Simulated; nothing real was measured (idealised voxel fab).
process module | voxel wiring stack
cross-section cut | 230 nm wide | cells 5 nm
A cross-section is a grid of square cells, given in bands from the top down. A band is one or more rows of cells.
Each band's line starts with the height of the band's top and of its bottom, in nm. Then come its materials from left to right, each with its width in nm. One material with "throughout" fills the band from edge to edge. "air" is empty space.
Height 0 is the level under which the wafer as received is all one material. The lowest band goes on downwards, as in "0 down".
A width such as "30 to 40" changes by the same amount from each row of cells to the next, from the band's top row to its bottom row.
"no change" after a step means that no cell of the cross-section changed.
closed voids: empty space of 8 cells or more with no open way to the top, each as width x height at its distance from the left edge, in nm
after a step's settings: what the simulator itself notes on the step
overlay nm, on a step with a mask: how far to the right of its planned place the mask lay; to the left if negative
plan
1 op RECEIVE | material Si
2 op CONFORMAL_DEP | material SiO2 | thk nm 10
3 op DIRECTIONAL_DEP | material TiN | thk nm 5
4 op DIRECTIONAL_DEP | material W | thk nm 25
5 op MASKED_ETCH | tone cover | mask id METAL_1 | width nm 25 | pitch nm 40 | etch materials W | depth nm 25 | overlay nm 0
6 op MASKED_ETCH | tone cover | mask id METAL_1 | width nm 25 | pitch nm 40 | etch materials TiN | depth nm 5 | overlay nm 0
7 op CONFORMAL_DEP | material SiCN | thk nm 5
8 op FILL_DEP | material lowk | thk nm 10
9 op CMP | height nm 40
10 op CONFORMAL_DEP | material SiCN | thk nm 5
11 op DIRECTIONAL_DEP | material SiO2 | thk nm 10
12 op PATTERN | tone open | mask id PLUG_1 | material resist | width nm 15 | thk nm 20 | overlay nm 0
13 op DIRECTIONAL_ETCH | etch materials SiO2 | depth nm 10
14 op DIRECTIONAL_ETCH | etch materials SiCN | depth nm 5
15 op STRIP | etch materials resist
16 op CONFORMAL_DEP | material TiN | thk nm 5
17 op FILL_DEP | material Ru | thk nm 5
18 op CMP | height nm 55
19 op CONFORMAL_DEP | material SiCN | thk nm 5
20 op DIRECTIONAL_DEP | material lowk | thk nm 25
21 op MASKED_ETCH | tone open | mask id METAL_2 | width nm 25 | pitch nm 40 | etch materials lowk | depth nm 25 | overlay nm 0
22 op MASKED_ETCH | tone open | mask id METAL_2 | width nm 25 | pitch nm 40 | etch materials SiCN | depth nm 5 | overlay nm 0
23 op CONFORMAL_DEP | material TiN | thk nm 5
24 op FILL_DEP | material Cu | thk nm 5
25 op CMP | height nm 85
26 op CONFORMAL_DEP | material SiCN | thk nm 5
27 op DIRECTIONAL_DEP | material lowk | thk nm 10
28 op MASKED_ETCH | tone open | mask id PLUG_2 | width nm 15 | etch materials lowk | depth nm 10 | overlay nm 0
29 op MASKED_ETCH | tone open | mask id PLUG_2 | width nm 15 | etch materials SiCN | depth nm 5 | overlay nm 0
30 op CONFORMAL_DEP | material TiN | thk nm 5
31 op FILL_DEP | material Cu | thk nm 5
32 op CMP | height nm 100
33 op DIRECTIONAL_DEP | material TiN | thk nm 5
34 op DIRECTIONAL_DEP | material W | thk nm 25
35 op DIRECTIONAL_DEP | material aC | thk nm 10
36 op PATTERN | tone cover | mask id METAL_3 | material resist | width nm 25 | pitch nm 40 | thk nm 25 | overlay nm 0
37 op DIRECTIONAL_ETCH | etch materials aC | depth nm 10
38 op STRIP | etch materials resist
39 op DIRECTIONAL_ETCH | etch materials W | depth nm 25
40 op DIRECTIONAL_ETCH | etch materials TiN | depth nm 5
41 op STRIP | etch materials aC
42 op FILL_DEP | material lowk | thk nm 10
43 op CMP | height nm 130
44 op CONFORMAL_DEP | material SiCN | thk nm 5
45 op DIRECTIONAL_DEP | material lowk | thk nm 10
46 op MASKED_ETCH | tone open | mask id PLUG_3 | width nm 15 | etch materials lowk | depth nm 10 | overlay nm 0
47 op MASKED_ETCH | tone open | mask id PLUG_3 | width nm 15 | etch materials SiCN | depth nm 5 | overlay nm 0
48 op CONFORMAL_DEP | material TiN | thk nm 5
49 op FILL_DEP | material W | thk nm 10
50 op CMP | height nm 145
51 op CONFORMAL_DEP | material SiN | thk nm 5
52 op DIRECTIONAL_DEP | material SiO2 | thk nm 25
53 op MASKED_ETCH | tone open | mask id METAL_4 | width nm 25 | pitch nm 40 | etch materials SiO2 | depth nm 25 | overlay nm 0
54 op MASKED_ETCH | tone open | mask id METAL_4 | width nm 25 | pitch nm 40 | etch materials SiN | depth nm 5 | overlay nm 0
55 op CONFORMAL_DEP | material TiN | thk nm 5
56 op FILL_DEP | material Ru | thk nm 10
57 op CMP | height nm 175
58 op EPI | material Ru | thk nm 5
59 op FILL_DEP | material SiCN | thk nm 5
first wafer, as planned
as received, after step 1
  0 down: Si throughout
  closed voids: none
after step 2
  10 to 0: SiO2 throughout
  below 0: unchanged
after step 3
  15 to 10: TiN throughout
  below 10: unchanged
after step 4
  40 to 15: W throughout
  below 15: unchanged
after step 5
  40 to 15: air 80 | W 25 | air 15 | W 25 | air 85
  below 15: unchanged
after step 6
  40 to 15: air 80 | W 25 | air 15 | W 25 | air 85
  15 to 10: air 80 | TiN 25 | air 15 | TiN 25 | air 85
  below 10: unchanged
after step 7
  45 to 40: air 75 | SiCN 35 | air 5 | SiCN 35 | air 80
  40 to 15: air 75 | SiCN 5 | W 25 | SiCN 5 | air 5 | SiCN 5 | W 25 | SiCN 5 | air 80
  15 to 10: SiCN 80 | TiN 25 | SiCN 15 | TiN 25 | SiCN 85
  below 10: unchanged
after step 8
  55 to 45: lowk throughout
  45 to 40: lowk 75 | SiCN 35 | lowk 5 | SiCN 35 | lowk 80
  40 to 15: lowk 75 | SiCN 5 | W 25 | SiCN 5 | lowk 5 | SiCN 5 | W 25 | SiCN 5 | lowk 80
  below 15: unchanged
after step 9
  40 to 15: lowk 75 | SiCN 5 | W 25 | SiCN 5 | lowk 5 | SiCN 5 | W 25 | SiCN 5 | lowk 80
  below 15: unchanged
after step 10
  45 to 40: SiCN throughout
  below 40: unchanged
after step 11
  55 to 45: SiO2 throughout
  below 45: unchanged
after step 12
  75 to 55: resist 80 | air 15 | resist 135
  below 55: unchanged
after step 13
  75 to 55: resist 80 | air 15 | resist 135
  55 to 45: SiO2 80 | air 15 | SiO2 135
  below 45: unchanged
after step 14
  75 to 55: resist 80 | air 15 | resist 135
  55 to 45: SiO2 80 | air 15 | SiO2 135
  45 to 40: SiCN 80 | air 15 | SiCN 135
  below 40: unchanged
after step 15
  55 to 45: SiO2 80 | air 15 | SiO2 135
  below 45: unchanged
after step 16
  60 to 55: TiN 85 | air 5 | TiN 140
  55 to 45: SiO2 80 | TiN 5 | air 5 | TiN 5 | SiO2 135
  45 to 40: SiCN 80 | TiN 15 | SiCN 135
  below 40: unchanged
after step 17
  65 to 60: Ru throughout
  60 to 55: TiN 85 | Ru 5 | TiN 140
  55 to 45: SiO2 80 | TiN 5 | Ru 5 | TiN 5 | SiO2 135
  below 45: unchanged
after step 18
  55 to 45: SiO2 80 | TiN 5 | Ru 5 | TiN 5 | SiO2 135
  below 45: unchanged
after step 19
  60 to 55: SiCN throughout
  below 55: unchanged
after step 20
  85 to 60: lowk throughout
  below 60: unchanged
after step 21
  85 to 60: lowk 80 | air 25 | lowk 15 | air 25 | lowk 85
  below 60: unchanged
after step 22
  85 to 60: lowk 80 | air 25 | lowk 15 | air 25 | lowk 85
  60 to 55: SiCN 80 | air 25 | SiCN 15 | air 25 | SiCN 85
  below 55: unchanged
after step 23
  90 to 85: TiN 85 | air 15 | TiN 25 | air 15 | TiN 90
  85 to 60: lowk 80 | TiN 5 | air 15 | TiN 5 | lowk 15 | TiN 5 | air 15 | TiN 5 | lowk 85
  60 to 55: SiCN 80 | TiN 25 | SiCN 15 | TiN 25 | SiCN 85
  below 55: unchanged
after step 24
  95 to 90: Cu throughout
  90 to 85: TiN 85 | Cu 15 | TiN 25 | Cu 15 | TiN 90
  85 to 60: lowk 80 | TiN 5 | Cu 15 | TiN 5 | lowk 15 | TiN 5 | Cu 15 | TiN 5 | lowk 85
  below 60: unchanged
after step 25
  85 to 60: lowk 80 | TiN 5 | Cu 15 | TiN 5 | lowk 15 | TiN 5 | Cu 15 | TiN 5 | lowk 85
  below 60: unchanged
after step 26
  90 to 85: SiCN throughout
  below 85: unchanged
after step 27
  100 to 90: lowk throughout
  below 90: unchanged
after step 28
  100 to 90: lowk 80 | air 15 | lowk 135
  below 90: unchanged
after step 29
  100 to 90: lowk 80 | air 15 | lowk 135
  90 to 85: SiCN 80 | air 15 | SiCN 135
  below 85: unchanged
after step 30
  105 to 100: TiN 85 | air 5 | TiN 140
  100 to 90: lowk 80 | TiN 5 | air 5 | TiN 5 | lowk 135
  90 to 85: SiCN 80 | TiN 15 | SiCN 135
  below 85: unchanged
after step 31
  110 to 105: Cu throughout
  105 to 100: TiN 85 | Cu 5 | TiN 140
  100 to 90: lowk 80 | TiN 5 | Cu 5 | TiN 5 | lowk 135
  below 90: unchanged
after step 32
  100 to 90: lowk 80 | TiN 5 | Cu 5 | TiN 5 | lowk 135
  below 90: unchanged
after step 33
  105 to 100: TiN throughout
  below 100: unchanged
after step 34
  130 to 105: W throughout
  below 105: unchanged
after step 35
  140 to 130: aC throughout
  below 130: unchanged
after step 36
  165 to 140: air 80 | resist 25 | air 15 | resist 25 | air 85
  below 140: unchanged
after step 37
  155 to 140: air 80 | resist 25 | air 15 | resist 25 | air 85
  140 to 130: air 80 | aC 25 | air 15 | aC 25 | air 85
  below 130: unchanged
after step 38
  140 to 130: air 80 | aC 25 | air 15 | aC 25 | air 85
  below 130: unchanged
after step 39
  140 to 130: air 80 | aC 25 | air 15 | aC 25 | air 85
  130 to 105: air 80 | W 25 | air 15 | W 25 | air 85
  below 105: unchanged
after step 40
  140 to 130: air 80 | aC 25 | air 15 | aC 25 | air 85
  130 to 105: air 80 | W 25 | air 15 | W 25 | air 85
  105 to 100: air 80 | TiN 25 | air 15 | TiN 25 | air 85
  below 100: unchanged
after step 41
  130 to 105: air 80 | W 25 | air 15 | W 25 | air 85
  below 105: unchanged
after step 42
  140 to 130: lowk throughout
  130 to 105: lowk 80 | W 25 | lowk 15 | W 25 | lowk 85
  105 to 100: lowk 80 | TiN 25 | lowk 15 | TiN 25 | lowk 85
  below 100: unchanged
after step 43
  130 to 105: lowk 80 | W 25 | lowk 15 | W 25 | lowk 85
  below 105: unchanged
after step 44
  135 to 130: SiCN throughout
  below 130: unchanged
after step 45
  145 to 135: lowk throughout
  below 135: unchanged
after step 46
  145 to 135: lowk 80 | air 15 | lowk 135
  below 135: unchanged
after step 47
  145 to 135: lowk 80 | air 15 | lowk 135
  135 to 130: SiCN 80 | air 15 | SiCN 135
  below 130: unchanged
after step 48
  150 to 145: TiN 85 | air 5 | TiN 140
  145 to 135: lowk 80 | TiN 5 | air 5 | TiN 5 | lowk 135
  135 to 130: SiCN 80 | TiN 15 | SiCN 135
  below 130: unchanged
after step 49
  160 to 150: W throughout
  150 to 145: TiN 85 | W 5 | TiN 140
  145 to 135: lowk 80 | TiN 5 | W 5 | TiN 5 | lowk 135
  below 135: unchanged
after step 50
  145 to 135: lowk 80 | TiN 5 | W 5 | TiN 5 | lowk 135
  below 135: unchanged
after step 51
  150 to 145: SiN throughout
  below 145: unchanged
after step 52
  175 to 150: SiO2 throughout
  below 150: unchanged
after step 53
  175 to 150: SiO2 80 | air 25 | SiO2 15 | air 25 | SiO2 85
  below 150: unchanged
after step 54
  175 to 150: SiO2 80 | air 25 | SiO2 15 | air 25 | SiO2 85
  150 to 145: SiN 80 | air 25 | SiN 15 | air 25 | SiN 85
  below 145: unchanged
after step 55
  180 to 175: TiN 85 | air 15 | TiN 25 | air 15 | TiN 90
  175 to 150: SiO2 80 | TiN 5 | air 15 | TiN 5 | SiO2 15 | TiN 5 | air 15 | TiN 5 | SiO2 85
  150 to 145: SiN 80 | TiN 25 | SiN 15 | TiN 25 | SiN 85
  below 145: unchanged
after step 56
  190 to 180: Ru throughout
  180 to 175: TiN 85 | Ru 15 | TiN 25 | Ru 15 | TiN 90
  175 to 150: SiO2 80 | TiN 5 | Ru 15 | TiN 5 | SiO2 15 | TiN 5 | Ru 15 | TiN 5 | SiO2 85
  below 150: unchanged
after step 57
  175 to 150: SiO2 80 | TiN 5 | Ru 15 | TiN 5 | SiO2 15 | TiN 5 | Ru 15 | TiN 5 | SiO2 85
  below 150: unchanged
after step 58
  180 to 175: air 75 | Ru 35 | air 5 | Ru 35 | air 80
  below 175: unchanged
after step 59
  185 to 180: SiCN throughout
  180 to 175: SiCN 75 | Ru 35 | SiCN 5 | Ru 35 | SiCN 80
  below 175: unchanged
second wafer: like start, like plan, one mistake. Through step 42 it matches the first wafer
when step 43 should have ended
  120 to 105: lowk 80 | W 25 | lowk 15 | W 25 | lowk 85
  below 105: unchanged
when step 44 should have ended
  125 to 120: SiCN throughout
  below 120: unchanged
when step 45 should have ended
  135 to 125: lowk throughout
  below 125: unchanged
when step 46 should have ended
  135 to 125: lowk 80 | air 15 | lowk 135
  below 125: unchanged
when step 47 should have ended
  135 to 125: lowk 80 | air 15 | lowk 135
  125 to 120: SiCN 80 | air 15 | SiCN 135
  below 120: unchanged
when step 48 should have ended
  140 to 135: TiN 85 | air 5 | TiN 140
  135 to 125: lowk 80 | TiN 5 | air 5 | TiN 5 | lowk 135
  125 to 120: SiCN 80 | TiN 15 | SiCN 135
  below 120: unchanged
when step 49 should have ended
  150 to 140: W throughout
  140 to 135: TiN 85 | W 5 | TiN 140
  135 to 125: lowk 80 | TiN 5 | W 5 | TiN 5 | lowk 135
  below 125: unchanged
when step 50 should have ended
  145 to 140: W throughout
  below 140: unchanged
when step 51 should have ended
  150 to 145: SiN throughout
  below 145: unchanged
when step 52 should have ended
  175 to 150: SiO2 throughout
  below 150: unchanged
when step 53 should have ended
  175 to 150: SiO2 80 | air 25 | SiO2 15 | air 25 | SiO2 85
  below 150: unchanged
when step 54 should have ended
  175 to 150: SiO2 80 | air 25 | SiO2 15 | air 25 | SiO2 85
  150 to 145: SiN 80 | air 25 | SiN 15 | air 25 | SiN 85
  below 145: unchanged
when step 55 should have ended
  180 to 175: TiN 85 | air 15 | TiN 25 | air 15 | TiN 90
  175 to 150: SiO2 80 | TiN 5 | air 15 | TiN 5 | SiO2 15 | TiN 5 | air 15 | TiN 5 | SiO2 85
  150 to 145: SiN 80 | TiN 25 | SiN 15 | TiN 25 | SiN 85
  below 145: unchanged
when step 56 should have ended
  190 to 180: Ru throughout
  180 to 175: TiN 85 | Ru 15 | TiN 25 | Ru 15 | TiN 90
  175 to 150: SiO2 80 | TiN 5 | Ru 15 | TiN 5 | SiO2 15 | TiN 5 | Ru 15 | TiN 5 | SiO2 85
  below 150: unchanged
when step 57 should have ended
  175 to 150: SiO2 80 | TiN 5 | Ru 15 | TiN 5 | SiO2 15 | TiN 5 | Ru 15 | TiN 5 | SiO2 85
  below 150: unchanged
when step 58 should have ended
  180 to 175: air 75 | Ru 35 | air 5 | Ru 35 | air 80
  below 175: unchanged
when step 59 should have ended
  185 to 180: SiCN throughout
  180 to 175: SiCN 75 | Ru 35 | SiCN 5 | Ru 35 | SiCN 80
  below 175: unchanged
what went wrong: step 43 ran as: op CMP | height nm 120
at the end the second wafer has, in cells: 45 more of TiN | 27 more of W | 72 fewer of lowk
